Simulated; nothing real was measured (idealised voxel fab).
Documented hereafter: the process module known as voxel released beams.
FYI the section here is cut, 205 nm wide, cells are 5 nm squares.
A cross-section is a grid of square cells, given in bands from the top down. A band is one or more rows of cells. First you get the band's top height and its bottom height, in nm, and then the materials it's made of, left to right, with each width in nm. If you see a single material with "full width", that one covers the band edge to edge. "blank" is empty space. For the purposes of this specification, 0 denotes the height below which the wafer in its as-received condition is composed wholly of one material, and the lowermost band, lacking a lower limit, extends downward without end, as expressed in "0 and below". You'd read "30 to 40" like this: the band's top row of cells is as wide as the first number, its bottom row is as wide as the second, and going down, every row changes width by the same amount as the row before did. What does "remains unaltered" mean for a step? It means no cell of the cross-section changed in that step. Entrapped voids: empty space of 8 cells or more with no open way to the top, each as width x height at its distance from the left edge, in nm. That trailing text on a step's line, after the settings, is the simulator's own remark on the step. "overlay nm", when on a step's line for a step with a mask, measures how far to the right of its planned place the mask lay; a negative measure means to the left. Below you will find pairs of cross-sections. In each, one shows the wafer before one process step and the other after it, with the after view ending at the lowest band that changed. Under each pair is the step separating them, along with its settings. Do not assume the pairs form a chain: they can come from different runs of this module on the same starting wafer, and a pair continues from the pair above it only when its "Pre-process cross-section" entry says so.
## Pre-process cross-section
* 0 and below | Si full width
* Entrapped voids: none
## Resulting Structure
* 5 down to 0 | SiN full width
* Beneath the level 0, the cross-section is identical to its previous state.
* Entrapped voids: none
What was done to get from the upper cross-section to the lower one? CONFORMAL_DEP | material SiN | thk nm 5
Pre-process cross-section: Please consult the pair immediately above; the cross-section it shows after its step is the state before this step.
## Resulting Structure
* 20 down to 5 | SiO2 full width
* Beneath the level 5, the cross-section is identical to its previous state.
* Entrapped voids: none
What was done to get from the upper cross-section to the lower one? DIRECTIONAL_DEP | material SiO2 | thk nm 15
Pre-process cross-section: Please consult the pair immediately above; the cross-section it shows after its step is the state before this step.
## Resulting Structure
* 40 down to 20 | resist: 50  blank: 35  resist: 120
* Beneath the level 20, the cross-section is identical to its previous state.
* Entrapped voids: none
What was done to get from the upper cross-section to the lower one? PATTERN | tone open | mask id ANCHOR | material resist | width nm 35 | thk nm 20 | overlay nm 0
Pre-process cross-section: Please consult the pair immediately above; the cross-section it shows after its step is the state before this step.
## Resulting Structure
* 40 down to 20 | resist: 50  blank: 35  resist: 120
* 20 down to 5 | SiO2: 50  blank: 35  SiO2: 120
* Beneath the level 5, the cross-section is identical to its previous state.
* Entrapped voids: none
What was done to get from the upper cross-section to the lower one? DIRECTIONAL_ETCH | etch materials SiO2 | depth nm 15
Pre-process cross-section: Please consult the pair immediately above; the cross-section it shows after its step is the state before this step.
## Resulting Structure
* 20 down to 5 | SiO2: 50  blank: 35  SiO2: 120
* Beneath the level 5, the cross-section is identical to its previous state.
* Entrapped voids: none
What was done to get from the upper cross-section to the lower one? STRIP | etch materials resist
Pre-process cross-section: Please consult the pair immediately above; the cross-section it shows after its step is the state before this step.
## Resulting Structure
* 35 down to 20 | TiN: 65  blank: 5  TiN: 135
* 20 down to 5 | SiO2: 50  TiN: 35  SiO2: 120
* Beneath the level 5, the cross-section is identical to its previous state.
* Entrapped voids: none
What was done to get from the upper cross-section to the lower one? CONFORMAL_DEP | material TiN | thk nm 15
Pre-process cross-section: Please consult the pair immediately above; the cross-section it shows after its step is the state before this step.
## Resulting Structure
* 50 down to 35 | blank: 45  resist: 105  blank: 55
* 35 down to 20 | TiN: 65  resist: 5  TiN: 135
* Beneath the level 20, the cross-section is identical to its previous state.
* Entrapped voids: none
What was done to get from the upper cross-section to the lower one? PATTERN | tone cover | mask id BEAM | material resist | width nm 105 | thk nm 15 | overlay nm 0
Pre-process cross-section: Please consult the pair immediately above; the cross-section it shows after its step is the state before this step.
## Resulting Structure
* 50 down to 35 | blank: 45  resist: 105  blank: 55
* 35 down to 20 | blank: 45  TiN: 20  resist: 5  TiN: 80  blank: 55
* Beneath the level 20, the cross-section is identical to its previous state.
* Entrapped voids: none
What was done to get from the upper cross-section to the lower one? DIRECTIONAL_ETCH | etch materials TiN | depth nm 15
Pre-process cross-section: Please consult the pair immediately above; the cross-section it shows after its step is the state before this step.
## Resulting Structure
* 35 down to 20 | blank: 45  TiN: 20  blank: 5  TiN: 80  blank: 55
* Beneath the level 20, the cross-section is identical to its previous state.
* Entrapped voids: none
What was done to get from the upper cross-section to the lower one? STRIP | etch materials resist
Pre-process cross-section: Please consult the pair immediately above; the cross-section it shows after its step is the state before this step.
## Resulting Structure
* 35 down to 20 | blank: 45  TiN: 20  blank: 5  TiN: 80  blank: 55
* 20 down to 5 | blank: 50  TiN: 35  blank: 120
* Beneath the level 5, the cross-section is identical to its previous state.
* Entrapped voids: none
What was done to get from the upper cross-section to the lower one? STRIP | etch materials SiO2
## Pre-process cross-section
* 0 and below | Si full width
* Entrapped voids: none
## Resulting Structure
* 15 down to 0 | SiO2 full width
* Beneath the level 0, the cross-section is identical to its previous state.
* Entrapped voids: none
What was done to get from the upper cross-section to the lower one? DIRECTIONAL_DEP | material SiO2 | thk nm 15
Pre-process cross-section: Please consult the pair immediately above; the cross-section it shows after its step is the state before this step.
## Resulting Structure
* 35 down to 15 | resist: 50  blank: 35  resist: 120
* Beneath the level 15, the cross-section is identical to its previous state.
* Entrapped voids: none
What was done to get from the upper cross-section to the lower one? PATTERN | tone open | mask id ANCHOR | material resist | width nm 35 | thk nm 20 | overlay nm 0
Pre-process cross-section: Please consult the pair immediately above; the cross-section it shows after its step is the state before this step.
## Resulting Structure
* 35 down to 15 | resist: 50  blank: 35  resist: 120
* 15 down to 0 | SiO2: 50  blank: 35  SiO2: 120
* Beneath the level 0, the cross-section is identical to its previous state.
* Entrapped voids: none
What was done to get from the upper cross-section to the lower one? DIRECTIONAL_ETCH | etch materials SiO2 | depth nm 15
Pre-process cross-section: Please consult the pair immediately above; the cross-section it shows after its step is the state before this step.
## Resulting Structure
* 15 down to 0 | SiO2: 50  blank: 35  SiO2: 120
* Beneath the level 0, the cross-section is identical to its previous state.
* Entrapped voids: none
What was done to get from the upper cross-section to the lower one? STRIP | etch materials resist
Pre-process cross-section: Please consult the pair immediately above; the cross-section it shows after its step is the state before this step.
## Resulting Structure
* 30 down to 15 | TiN: 65  blank: 5  TiN: 135
* 15 down to 0 | SiO2: 50  TiN: 35  SiO2: 120
* Beneath the level 0, the cross-section is identical to its previous state.
* Entrapped voids: none
What was done to get from the upper cross-section to the lower one? CONFORMAL_DEP | material TiN | thk nm 15
Pre-process cross-section: Please consult the pair immediately above; the cross-section it shows after its step is the state before this step.
## Resulting Structure
* 45 down to 30 | blank: 45  resist: 105  blank: 55
* 30 down to 15 | TiN: 65  resist: 5  TiN: 135
* Beneath the level 15, the cross-section is identical to its previous state.
* Entrapped voids: none
What was done to get from the upper cross-section to the lower one? PATTERN | tone cover | mask id BEAM | material resist | width nm 105 | thk nm 15 | overlay nm 0
Pre-process cross-section: Please consult the pair immediately above; the cross-section it shows after its step is the state before this step.
## Resulting Structure
* 45 down to 30 | blank: 45  resist: 105  blank: 55
* 30 down to 15 | blank: 45  TiN: 20  resist: 5  TiN: 80  blank: 55
* Beneath the level 15, the cross-section is identical to its previous state.
* Entrapped voids: none
What was done to get from the upper cross-section to the lower one? DIRECTIONAL_ETCH | etch materials TiN | depth nm 15
Pre-process cross-section: Please consult the pair immediately above; the cross-section it shows after its step is the state before this step.
## Resulting Structure
* 30 down to 15 | blank: 45  TiN: 20  blank: 5  TiN: 80  blank: 55
* Beneath the level 15, the cross-section is identical to its previous state.
* Entrapped voids: none
What was done to get from the upper cross-section to the lower one? STRIP | etch materials resist
Pre-process cross-section: Please consult the pair immediately above; the cross-section it shows after its step is the state before this step.
## Resulting Structure
* 30 down to 15 | blank: 45  TiN: 20  blank: 5  TiN: 80  blank: 55
* 15 down to 0 | blank: 50  TiN: 35  blank: 120
* Beneath the level 0, the cross-section is identical to its previous state.
* Entrapped voids: none
What was done to get from the upper cross-section to the lower one? STRIP | etch materials SiO2
## Pre-process cross-section
* 35 down to 20 | TiN: 65  blank: 5  TiN: 135
* 20 down to 5 | SiO2: 50  TiN: 35  SiO2: 120
* 5 down to 0 | SiN full width
* 0 and below | Si full width
* Entrapped voids: none
## Resulting Structure
* 50 down to 20 | TiN full width
* Beneath the level 20, the cross-section is identical to its previous state.
* Entrapped voids: none
What was done to get from the upper cross-section to the lower one? CONFORMAL_DEP | material TiN | thk nm 15
Pre-process cross-section: Please consult the pair immediately above; the cross-section it shows after its step is the state before this step.
## Resulting Structure
* 65 down to 50 | blank: 45  resist: 105  blank: 55
* Beneath the level 50, the cross-section is identical to its previous state.
* Entrapped voids: none
What was done to get from the upper cross-section to the lower one? PATTERN | tone cover | mask id BEAM | material resist | width nm 105 | thk nm 15 | overlay nm 0
Pre-process cross-section: Please consult the pair immediately above; the cross-section it shows after its step is the state before this step.
## Resulting Structure
* 65 down to 50 | blank: 45  resist: 105  blank: 55
* 50 down to 35 | blank: 45  TiN: 105  blank: 55
* Beneath the level 35, the cross-section is identical to its previous state.
* Entrapped voids: none
What was done to get from the upper cross-section to the lower one? DIRECTIONAL_ETCH | etch materials TiN | depth nm 15
Pre-process cross-section: Please consult the pair immediately above; the cross-section it shows after its step is the state before this step.
## Resulting Structure
* 50 down to 35 | blank: 45  TiN: 105  blank: 55
* Beneath the level 35, the cross-section is identical to its previous state.
* Entrapped voids: none
What was done to get from the upper cross-section to the lower one? STRIP | etch materials resist
## Pre-process cross-section
* 15 down to 0 | SiO2 full width
* 0 and below | Si full width
* Entrapped voids: none
## Resulting Structure
* 20 down to 15 | SiN full width
* Beneath the level 15, the cross-section is identical to its previous state.
* Entrapped voids: none
What was done to get from the upper cross-section to the lower one? CONFORMAL_DEP | material SiN | thk nm 5
Pre-process cross-section: Please consult the pair immediately above; the cross-section it shows after its step is the state before this step.
## Resulting Structure
* 40 down to 20 | resist: 50  blank: 35  resist: 120
* Beneath the level 20, the cross-section is identical to its previous state.
* Entrapped voids: none
What was done to get from the upper cross-section to the lower one? PATTERN | tone open | mask id ANCHOR | material resist | width nm 35 | thk nm 20 | overlay nm 0
Pre-process cross-section: Please consult the pair immediately above; the cross-section it shows after its step is the state before this step.
## Resulting Structure
* 20 down to 15 | SiN full width
* Beneath the level 15, the cross-section is identical to its previous state.
* Entrapped voids: none
What was done to get from the upper cross-section to the lower one? STRIP | etch materials resist
Pre-process cross-section: Please consult the pair immediately above; the cross-section it shows after its step is the state before this step.
## Resulting Structure
* 35 down to 20 | TiN full width
* Beneath the level 20, the cross-section is identical to its previous state.
* Entrapped voids: none
What was done to get from the upper cross-section to the lower one? CONFORMAL_DEP | material TiN | thk nm 15
Pre-process cross-section: Please consult the pair immediately above; the cross-section it shows after its step is the state before this step.
## Resulting Structure
* 50 down to 35 | blank: 45  resist: 105  blank: 55
* Beneath the level 35, the cross-section is identical to its previous state.
* Entrapped voids: none
What was done to get from the upper cross-section to the lower one? PATTERN | tone cover | mask id BEAM | material resist | width nm 105 | thk nm 15 | overlay nm 0
Pre-process cross-section: Please consult the pair immediately above; the cross-section it shows after its step is the state before this step.
## Resulting Structure
* 50 down to 35 | blank: 45  resist: 105  blank: 55
* 35 down to 20 | blank: 45  TiN: 105  blank: 55
* Beneath the level 20, the cross-section is identical to its previous state.
* Entrapped voids: none
What was done to get from the upper cross-section to the lower one? DIRECTIONAL_ETCH | etch materials TiN | depth nm 15
Pre-process cross-section: Please consult the pair immediately above; the cross-section it shows after its step is the state before this step.
## Resulting Structure
* 35 down to 20 | blank: 45  TiN: 105  blank: 55
* Beneath the level 20, the cross-section is identical to its previous state.
* Entrapped voids: none
What was done to get from the upper cross-section to the lower one? STRIP | etch materials resist
## Pre-process cross-section
* 20 down to 5 | SiO2: 50  blank: 35  SiO2: 120
* 5 down to 0 | SiN full width
* 0 and below | Si full width
* Entrapped voids: none
## Resulting Structure
* 40 down to 20 | TiN full width
* 20 down to 5 | SiO2: 50  TiN: 35  SiO2: 120
* Beneath the level 5, the cross-section is identical to its previous state.
* Entrapped voids: none
What was done to get from the upper cross-section to the lower one? CONFORMAL_DEP | material TiN | thk nm 20
Pre-process cross-section: Please consult the pair immediately above; the cross-section it shows after its step is the state before this step.
## Resulting Structure
* 55 down to 40 | blank: 45  resist: 105  blank: 55
* Beneath the level 40, the cross-section is identical to its previous state.
* Entrapped voids: none
What was done to get from the upper cross-section to the lower one? PATTERN | tone cover | mask id BEAM | material resist | width nm 105 | thk nm 15 | overlay nm 0
Pre-process cross-section: Please consult the pair immediately above; the cross-section it shows after its step is the state before this step.
## Resulting Structure
* 55 down to 40 | blank: 45  resist: 105  blank: 55
* 40 down to 25 | blank: 45  TiN: 105  blank: 55
* Beneath the level 25, the cross-section is identical to its previous state.
* Entrapped voids: none
What was done to get from the upper cross-section to the lower one? DIRECTIONAL_ETCH | etch materials TiN | depth nm 15
Pre-process cross-section: Please consult the pair immediately above; the cross-section it shows after its step is the state before this step.
## Resulting Structure
* 40 down to 25 | blank: 45  TiN: 105  blank: 55
* Beneath the level 25, the cross-section is identical to its previous state.
* Entrapped voids: none
What was done to get from the upper cross-section to the lower one? STRIP | etch materials resist
## Pre-process cross-section
* 20 down to 5 | SiO2 full width
* 5 down to 0 | SiN full width
* 0 and below | Si full width
* Entrapped voids: none
## Resulting Structure
* 40 down to 20 | resist: 50  blank: 40  resist: 115
* Beneath the level 20, the cross-section is identical to its previous state.
* Entrapped voids: none
What was done to get from the upper cross-section to the lower one? PATTERN | tone open | mask id ANCHOR | material resist | width nm 40 | thk nm 20 | overlay nm 0
Pre-process cross-section: Please consult the pair immediately above; the cross-section it shows after its step is the state before this step.
## Resulting Structure
* 40 down to 20 | resist: 50  blank: 40  resist: 115
* 20 down to 5 | SiO2: 50  blank: 40  SiO2: 115
* Beneath the level 5, the cross-section is identical to its previous state.
* Entrapped voids: none
What was done to get from the upper cross-section to the lower one? DIRECTIONAL_ETCH | etch materials SiO2 | depth nm 15
Pre-process cross-section: Please consult the pair immediately above; the cross-section it shows after its step is the state before this step.
## Resulting Structure
* 20 down to 5 | SiO2: 50  blank: 40  SiO2: 115
* Beneath the level 5, the cross-section is identical to its previous state.
* Entrapped voids: none
What was done to get from the upper cross-section to the lower one? STRIP | etch materials resist
Pre-process cross-section: Please consult the pair immediately above; the cross-section it shows after its step is the state before this step.
## Resulting Structure
* 35 down to 20 | TiN: 65  blank: 10  TiN: 130
* 20 down to 5 | SiO2: 50  TiN: 40  SiO2: 115
* Beneath the level 5, the cross-section is identical to its previous state.
* Entrapped voids: none
What was done to get from the upper cross-section to the lower one? CONFORMAL_DEP | material TiN | thk nm 15
Pre-process cross-section: Please consult the pair immediately above; the cross-section it shows after its step is the state before this step.
## Resulting Structure
* 50 down to 35 | blank: 45  resist: 105  blank: 55
* 35 down to 20 | TiN: 65  resist: 10  TiN: 130
* Beneath the level 20, the cross-section is identical to its previous state.
* Entrapped voids: none
What was done to get from the upper cross-section to the lower one? PATTERN | tone cover | mask id BEAM | material resist | width nm 105 | thk nm 15 | overlay nm 0
Pre-process cross-section: Please consult the pair immediately above; the cross-section it shows after its step is the state before this step.
## Resulting Structure
* 50 down to 35 | blank: 45  resist: 105  blank: 55
* 35 down to 20 | blank: 45  TiN: 20  resist: 10  TiN: 75  blank: 55
* Beneath the level 20, the cross-section is identical to its previous state.
* Entrapped voids: none
What was done to get from the upper cross-section to the lower one? DIRECTIONAL_ETCH | etch materials TiN | depth nm 15
Pre-process cross-section: Please consult the pair immediately above; the cross-section it shows after its step is the state before this step.
## Resulting Structure
* 35 down to 20 | blank: 45  TiN: 20  blank: 10  TiN: 75  blank: 55
* Beneath the level 20, the cross-section is identical to its previous state.
* Entrapped voids: none
What was done to get from the upper cross-section to the lower one? STRIP | etch materials resist
Pre-process cross-section: Please consult the pair immediately above; the cross-section it shows after its step is the state before this step.
## Resulting Structure
* 35 down to 20 | blank: 45  TiN: 20  blank: 10  TiN: 75  blank: 55
* 20 down to 5 | blank: 50  TiN: 40  blank: 115
* Beneath the level 5, the cross-section is identical to its previous state.
* Entrapped voids: none
What was done to get from the upper cross-section to the lower one? STRIP | etch materials SiO2
## Pre-process cross-section
* 20 down to 5 | SiO2 full width
* 5 down to 0 | SiN full width
* 0 and below | Si full width
* Entrapped voids: none
## Resulting Structure
* 40 down to 20 | resist: 55  blank: 35  resist: 115
* Beneath the level 20, the cross-section is identical to its previous state.
* Entrapped voids: none
What was done to get from the upper cross-section to the lower one? PATTERN | tone open | mask id ANCHOR | material resist | width nm 35 | thk nm 20 | overlay nm 5
Pre-process cross-section: Please consult the pair immediately above; the cross-section it shows after its step is the state before this step.
## Resulting Structure
* 40 down to 20 | resist: 55  blank: 35  resist: 115
* 20 down to 5 | SiO2: 55  blank: 35  SiO2: 115
* Beneath the level 5, the cross-section is identical to its previous state.
* Entrapped voids: none
What was done to get from the upper cross-section to the lower one? DIRECTIONAL_ETCH | etch materials SiO2 | depth nm 15
Pre-process cross-section: Please consult the pair immediately above; the cross-section it shows after its step is the state before this step.
## Resulting Structure
* 20 down to 5 | SiO2: 55  blank: 35  SiO2: 115
* Beneath the level 5, the cross-section is identical to its previous state.
* Entrapped voids: none
What was done to get from the upper cross-section to the lower one? STRIP | etch materials resist
Pre-process cross-section: Please consult the pair immediately above; the cross-section it shows after its step is the state before this step.
## Resulting Structure
* 35 down to 20 | TiN: 70  blank: 5  TiN: 130
* 20 down to 5 | SiO2: 55  TiN: 35  SiO2: 115
* Beneath the level 5, the cross-section is identical to its previous state.
* Entrapped voids: none
What was done to get from the upper cross-section to the lower one? CONFORMAL_DEP | material TiN | thk nm 15
Pre-process cross-section: Please consult the pair immediately above; the cross-section it shows after its step is the state before this step.
## Resulting Structure
* 50 down to 35 | blank: 45  resist: 105  blank: 55
* 35 down to 20 | TiN: 70  resist: 5  TiN: 130
* Beneath the level 20, the cross-section is identical to its previous state.
* Entrapped voids: none
What was done to get from the upper cross-section to the lower one? PATTERN | tone cover | mask id BEAM | material resist | width nm 105 | thk nm 15 | overlay nm 0
Pre-process cross-section: Please consult the pair immediately above; the cross-section it shows after its step is the state before this step.
## Resulting Structure
* 50 down to 35 | blank: 45  resist: 105  blank: 55
* 35 down to 20 | blank: 45  TiN: 25  resist: 5  TiN: 75  blank: 55
* Beneath the level 20, the cross-section is identical to its previous state.
* Entrapped voids: none
What was done to get from the upper cross-section to the lower one? DIRECTIONAL_ETCH | etch materials TiN | depth nm 15
Pre-process cross-section: Please consult the pair immediately above; the cross-section it shows after its step is the state before this step.
## Resulting Structure
* 35 down to 20 | blank: 45  TiN: 25  blank: 5  TiN: 75  blank: 55
* Beneath the level 20, the cross-section is identical to its previous state.
* Entrapped voids: none
What was done to get from the upper cross-section to the lower one? STRIP | etch materials resist
Pre-process cross-section: Please consult the pair immediately above; the cross-section it shows after its step is the state before this step.
## Resulting Structure
* 35 down to 20 | blank: 45  TiN: 25  blank: 5  TiN: 75  blank: 55
* 20 down to 5 | blank: 55  TiN: 35  blank: 115
* Beneath the level 5, the cross-section is identical to its previous state.
* Entrapped voids: none
What was done to get from the upper cross-section to the lower one? STRIP | etch materials SiO2
## Pre-process cross-section
* 0 and below | Si full width
* Entrapped voids: none
## Resulting Structure
* 5 down to 0 | SiO2 full width
* Beneath the level 0, the cross-section is identical to its previous state.
* Entrapped voids: none
What was done to get from the upper cross-section to the lower one? CONFORMAL_DEP | material SiO2 | thk nm 5
Pre-process cross-section: Please consult the pair immediately above; the cross-section it shows after its step is the state before this step.
## Resulting Structure
* 20 down to 0 | SiO2 full width
* Beneath the level 0, the cross-section is identical to its previous state.
* Entrapped voids: none
What was done to get from the upper cross-section to the lower one? DIRECTIONAL_DEP | material SiO2 | thk nm 15
Pre-process cross-section: Please consult the pair immediately above; the cross-section it shows after its step is the state before this step.
## Resulting Structure
* 40 down to 20 | resist: 50  blank: 35  resist: 120
* Beneath the level 20, the cross-section is identical to its previous state.
* Entrapped voids: none
What was done to get from the upper cross-section to the lower one? PATTERN | tone open | mask id ANCHOR | material resist | width nm 35 | thk nm 20 | overlay nm 0
Pre-process cross-section: Please consult the pair immediately above; the cross-section it shows after its step is the state before this step.
## Resulting Structure
* 40 down to 20 | resist: 50  blank: 35  resist: 120
* 20 down to 5 | SiO2: 50  blank: 35  SiO2: 120
* Beneath the level 5, the cross-section is identical to its previous state.
* Entrapped voids: none
What was done to get from the upper cross-section to the lower one? DIRECTIONAL_ETCH | etch materials SiO2 | depth nm 15
Pre-process cross-section: Please consult the pair immediately above; the cross-section it shows after its step is the state before this step.
## Resulting Structure
* 20 down to 5 | SiO2: 50  blank: 35  SiO2: 120
* Beneath the level 5, the cross-section is identical to its previous state.
* Entrapped voids: none
What was done to get from the upper cross-section to the lower one? STRIP | etch materials resist
Pre-process cross-section: Please consult the pair immediately above; the cross-section it shows after its step is the state before this step.
## Resulting Structure
* 35 down to 20 | TiN: 65  blank: 5  TiN: 135
* 20 down to 5 | SiO2: 50  TiN: 35  SiO2: 120
* Beneath the level 5, the cross-section is identical to its previous state.
* Entrapped voids: none
What was done to get from the upper cross-section to the lower one? CONFORMAL_DEP | material TiN | thk nm 15
Pre-process cross-section: Please consult the pair immediately above; the cross-section it shows after its step is the state before this step.
## Resulting Structure
* 50 down to 35 | blank: 45  resist: 105  blank: 55
* 35 down to 20 | TiN: 65  resist: 5  TiN: 135
* Beneath the level 20, the cross-section is identical to its previous state.
* Entrapped voids: none
What was done to get from the upper cross-section to the lower one? PATTERN | tone cover | mask id BEAM | material resist | width nm 105 | thk nm 15 | overlay nm 0
Pre-process cross-section: Please consult the pair immediately above; the cross-section it shows after its step is the state before this step.
## Resulting Structure
* 50 down to 35 | blank: 45  resist: 105  blank: 55
* 35 down to 20 | blank: 45  TiN: 20  resist: 5  TiN: 80  blank: 55
* Beneath the level 20, the cross-section is identical to its previous state.
* Entrapped voids: none
What was done to get from the upper cross-section to the lower one? DIRECTIONAL_ETCH | etch materials TiN | depth nm 15
Pre-process cross-section: Please consult the pair immediately above; the cross-section it shows after its step is the state before this step.
## Resulting Structure
* 35 down to 20 | blank: 45  TiN: 20  blank: 5  TiN: 80  blank: 55
* Beneath the level 20, the cross-section is identical to its previous state.
* Entrapped voids: none
What was done to get from the upper cross-section to the lower one? STRIP | etch materials resist
Pre-process cross-section: Please consult the pair immediately above; the cross-section it shows after its step is the state before this step.
## Resulting Structure
* 0 and below | Si full width
* Entrapped voids: none
What was done to get from the upper cross-section to the lower one? STRIP | etch materials SiO2
## Pre-process cross-section
* 20 down to 5 | SiO2 full width
* 5 down to 0 | SiN full width
* 0 and below | Si full width
* Entrapped voids: none
## Resulting Structure
* 40 down to 20 | blank: 50  resist: 35  blank: 120
* Beneath the level 20, the cross-section is identical to its previous state.
* Entrapped voids: none
What was done to get from the upper cross-section to the lower one? PATTERN | tone cover | mask id ANCHOR | material resist | width nm 35 | thk nm 20 | overlay nm 0
Pre-process cross-section: Please consult the pair immediately above; the cross-section it shows after its step is the state before this step.
## Resulting Structure
* 40 down to 20 | blank: 50  resist: 35  blank: 120
* 20 down to 5 | blank: 50  SiO2: 35  blank: 120
* Beneath the level 5, the cross-section is identical to its previous state.
* Entrapped voids: none
What was done to get from the upper cross-section to the lower one? DIRECTIONAL_ETCH | etch materials SiO2 | depth nm 15
Pre-process cross-section: Please consult the pair immediately above; the cross-section it shows after its step is the state before this step.
## Resulting Structure
* 20 down to 5 | blank: 50  SiO2: 35  blank: 120
* Beneath the level 5, the cross-section is identical to its previous state.
* Entrapped voids: none
What was done to get from the upper cross-section to the lower one? STRIP | etch materials resist
Pre-process cross-section: Please consult the pair immediately above; the cross-section it shows after its step is the state before this step.
## Resulting Structure
* 35 down to 20 | blank: 35  TiN: 65  blank: 105
* 20 down to 5 | TiN: 50  SiO2: 35  TiN: 120
* Beneath the level 5, the cross-section is identical to its previous state.
* Entrapped voids: none
What was done to get from the upper cross-section to the lower one? CONFORMAL_DEP | material TiN | thk nm 15
Pre-process cross-section: Please consult the pair immediately above; the cross-section it shows after its step is the state before this step.
## Resulting Structure
* 50 down to 35 | blank: 45  resist: 105  blank: 55
* 35 down to 20 | blank: 35  TiN: 65  resist: 50  blank: 55
* Beneath the level 20, the cross-section is identical to its previous state.
* Entrapped voids: none
What was done to get from the upper cross-section to the lower one? PATTERN | tone cover | mask id BEAM | material resist | width nm 105 | thk nm 15 | overlay nm 0
Pre-process cross-section: Please consult the pair immediately above; the cross-section it shows after its step is the state before this step.
## Resulting Structure
* 50 down to 35 | blank: 45  resist: 105  blank: 55
* 35 down to 20 | blank: 45  TiN: 55  resist: 50  blank: 55
* 20 down to 5 | blank: 35  TiN: 15  SiO2: 35  TiN: 65  blank: 55
* Beneath the level 5, the cross-section is identical to its previous state.
* Entrapped voids: none
What was done to get from the upper cross-section to the lower one? DIRECTIONAL_ETCH | etch materials TiN | depth nm 15
Pre-process cross-section: Please consult the pair immediately above; the cross-section it shows after its step is the state before this step.
## Resulting Structure
* 35 down to 20 | blank: 45  TiN: 55  blank: 105
* Beneath the level 20, the cross-section is identical to its previous state.
* Entrapped voids: none
What was done to get from the upper cross-section to the lower one? STRIP | etch materials resist
